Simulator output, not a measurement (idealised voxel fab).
The document below concerns the process module designated voxel ribs on slabs.
FYI the section here is cut, 190 nm wide, cells are 5 nm squares.
Each cross-section below is a grid of square cells, stated as bands in top-down order, with one or more rows of cells making up each band.
Per band: top height and bottom height in nm, followed by the left-to-right materials and their widths in nm; "all across" marks a single material spanning edge to edge, "blank" marks empty space.
Note: height 0 marks the level under which the wafer is uniformly one material as received. Lowest band unbounded below, written "top 0, no bottom".
Width "30->40": first value at the band's top row of cells, second value at its bottom row, equal change from row to row.
Take "changes: none" at face value: in the step it is given for, the cross-section changed in none of its cells.
Voids not open to the top, 8 cells minimum: see "Entrapped void list". Written width x height at distance; distance is from the left edge; nm.
after a step's settings: what the simulator itself notes on the step
On any step carrying a mask, the "overlay nm" setting, if present on the step's line, tells how far right of its planned place the mask lay; negative values point to the left.
**Below is the list of planned process steps**
1 RECEIVE | material Si
2 DIRECTIONAL_DEP | material SiO2 | thk nm 25
3 DIRECTIONAL_DEP | material SiN | thk nm 15
4 PATTERN | tone cover | mask id RIB | material resist | width nm 25 | thk nm 20 | overlay nm 0
5 DIRECTIONAL_ETCH | etch materials SiN | depth nm 10
6 STRIP | etch materials resist
7 MASKED_ETCH | tone cover | mask id SLAB | width nm 75 | etch materials SiN | depth nm 5 | overlay nm 0
8 FILL_DEP | material SiO2 | thk nm 15
9 CMP | height nm 50
10 DIRECTIONAL_DEP | material W | thk nm 5
11 PATTERN | tone cover | mask id HEATER | material resist | width nm 35 | thk nm 20 | overlay nm 0
12 DIRECTIONAL_ETCH | etch materials W | depth nm 5
13 STRIP | etch materials resist
14 CONFORMAL_DEP | material SiN | thk nm 10
**Received-state cross-section, reflecting completion of step 1**
- top 0, no bottom = Si all across
- Entrapped void list: none
**This is how the wafer looks in cross-section once the module is done, given the starting state and plan above and one mistake in carrying the plan out**
- top 65, bottom 60 = 65 blank | 55 SiN | 70 blank
- top 60, bottom 55 = SiN all across
- top 55, bottom 50 = 75 SiN | 35 W | 80 SiN
- top 50, bottom 15 = SiO2 all across
- top 15, bottom 0 = SiN all across
- top 0, no bottom = Si all across
- Entrapped void list: none
Run error: mixed up steps 2 and 3 - ran each in the other's place
